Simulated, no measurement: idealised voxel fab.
Title: Process Module voxel air gaps
The cross-section on display is named cut; it measures 250 nm wide, and its cells are 5 nm squares.
Square cells in a grid make up a cross-section in this document, and the grid is given as bands, listed from the top down, each one or more rows of cells. Heads up on the band format: heights come first, top then bottom, in nm. After that it's the materials left to right, each with its width in nm. A single material flagged "all across" fills the whole band edge to edge, and "air" means there's empty space there. A quick word on heights: they are counted from 0, and under that level the wafer as it came to us is one material throughout. The lowest band is different from the rest in having no bottom; it simply continues downward, written as in "0 and below". The width entry "30..40" should be interpreted row by row: the top row of cells in the band takes the first number, the bottom row takes the second number, and the change between adjacent rows is uniform throughout. Reading "nothing got changed" for a step: not a cell of the cross-section changed in it. Enclosed internal cavities: empty space of 8 cells or more with no open way to the top, each as width x height at its distance from the left edge, in nm. Past the settings on a step's line: simulator remark, on that step. The setting "overlay nm" may be written on the line of a step. When the step uses a mask, the value reports how far to the right of the planned place the mask lay, and a negative value reports that it lay to the left.

**Steps planned for the process**
1: RECEIVE: material Si
2: CONFORMAL_DEP: material SiO2, thk nm 10
3: CONFORMAL_DEP: material SiN, thk nm 5
4: DIRECTIONAL_DEP: material SiO2, thk nm 35
5: DIRECTIONAL_DEP: material aC, thk nm 10
6: PATTERN: tone open, mask id LINES, material resist, width nm 15, pitch nm 45, thk nm 25, overlay nm 0
7: DIRECTIONAL_ETCH: etch materials aC, depth nm 10
8: STRIP: etch materials resist
9: DIRECTIONAL_ETCH: etch materials SiO2, depth nm 35
10: STRIP: etch materials aC
11: CONFORMAL_DEP: material TiN, thk nm 5
12: FILL_DEP: material W, thk nm 5
13: CMP: height nm 50
14: EPI: material Ru, thk nm 10
15: SELECTIVE_ETCH: etch materials SiO2, depth nm 45
16: CONFORMAL_DEP: material SiN, thk nm 5

**This is the cross-section of the wafer as we received it, i.e. after step 1**
  0 and below = Si all across
  Enclosed internal cavities: none

**Cross-sectional image of the first of two wafers at the end of the module, the run having proceeded as planned**
  65 down to 60 = air: 55, then SiN: 135, then air: 60
  60 down to 50 = air: 55, then SiN: 5, then Ru: 35, then SiN: 10, then Ru: 35, then SiN: 10, then Ru: 35, then SiN: 5, then air: 60
  50 down to 45 = air: 55, then SiN: 15, then TiN: 5, then W: 5, then TiN: 5, then SiN: 30, then TiN: 5, then W: 5, then TiN: 5, then SiN: 30, then TiN: 5, then W: 5, then TiN: 5, then SiN: 15, then air: 60
  45 down to 20 = air: 65, then SiN: 5, then TiN: 5, then W: 5, then TiN: 5, then SiN: 5, then air: 20, then SiN: 5, then TiN: 5, then W: 5, then TiN: 5, then SiN: 5, then air: 20, then SiN: 5, then TiN: 5, then W: 5, then TiN: 5, then SiN: 5, then air: 70
  20 down to 15 = SiN: 70, then TiN: 15, then SiN: 30, then TiN: 15, then SiN: 30, then TiN: 15, then SiN: 75
  15 down to 10 = SiN all across
  10 down to 0 = SiO2 all across
  0 and below = Si all across
  Enclosed internal cavities: 20 x 25 at 90; 20 x 25 at 135

**Cross-section, second wafer: same start as the first, same plan as the first, one mistake in running it; taken at the end of the module**
  65 down to 60 = SiN all across
  60 down to 50 = Ru all across
  50 down to 45 = TiN: 75, then W: 5, then TiN: 40, then W: 5, then TiN: 40, then W: 5, then TiN: 80
  45 down to 15 = SiO2: 70, then TiN: 5, then W: 5, then TiN: 5, then SiO2: 30, then TiN: 5, then W: 5, then TiN: 5, then SiO2: 30, then TiN: 5, then W: 5, then TiN: 5, then SiO2: 75
  15 down to 10 = SiO2: 70, then TiN: 15, then SiO2: 30, then TiN: 15, then SiO2: 30, then TiN: 15, then SiO2: 75
  10 down to 0 = SiO2 all across
  0 and below = Si all across
  Enclosed internal cavities: none
Short version of what went wrong: step 3 from the plan never happened, it was just skipped
End of process, cell counts, second wafer against first, materials with more or fewer: Ru +58, SiN -128, SiO2 +287, TiN +47, W +3
Ultimately, the number of closed voids is 2 in the first wafer and 0 in the second wafer.
